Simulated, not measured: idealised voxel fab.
process module | voxel spacer lines
cross-section cut | 205 nm wide | cells 5 nm
A cross-section is a grid of square cells, given in bands from the top down. A band is one or more rows of cells.
Each band's line starts with the height of the band's top and of its bottom, in nm. Then come its materials from left to right, each with its width in nm. One material with "throughout" fills the band from edge to edge. "air" is empty space.
Height 0 is the level under which the wafer as received is all one material. The lowest band goes on downwards, as in "0 down".
A width such as "30 to 40" changes by the same amount from each row of cells to the next, from the band's top row to its bottom row.
"no change" after a step means that no cell of the cross-section changed.
closed voids: empty space of 8 cells or more with no open way to the top, each as width x height at its distance from the left edge, in nm
after a step's settings: what the simulator itself notes on the step
overlay nm, on a step with a mask: how far to the right of its planned place the mask lay; to the left if negative
plan
1 op RECEIVE | material Si
2 op CONFORMAL_DEP | material Al2O3 | thk nm 10
3 op DIRECTIONAL_DEP | material SiN | thk nm 20
4 op DIRECTIONAL_DEP | material polySi | thk nm 20
5 op PATTERN | tone cover | mask id MANDREL | material resist | width nm 20 | pitch nm 70 | thk nm 30 | overlay nm 0
6 op DIRECTIONAL_ETCH | etch materials polySi | depth nm 20
7 op STRIP | etch materials resist
8 op CONFORMAL_DEP | material SiO2 | thk nm 15
9 op DIRECTIONAL_ETCH | etch materials SiO2 | depth nm 15
10 op STRIP | etch materials polySi
11 op DIRECTIONAL_ETCH | etch materials SiN | depth nm 20
12 op STRIP | etch materials SiO2
as received, after step 1
  0 down: Si throughout
  closed voids: none
first wafer at the end, as planned
  30 to 10: air 5 | SiN 15 | air 20 | SiN 15 | air 20 | SiN 15 | air 20 | SiN 15 | air 20 | SiN 15 | air 20 | SiN 15 | air 10
  10 to 0: Al2O3 throughout
  0 down: Si throughout
  closed voids: none
second wafer at the end: like start, like plan, one mistake
  30 to 20: Al2O3 throughout
  20 to 0: SiN throughout
  0 down: Si throughout
  closed voids: none
what went wrong: steps 2 and 3 were swapped
at the end the second wafer has, in cells: 92 more of SiN
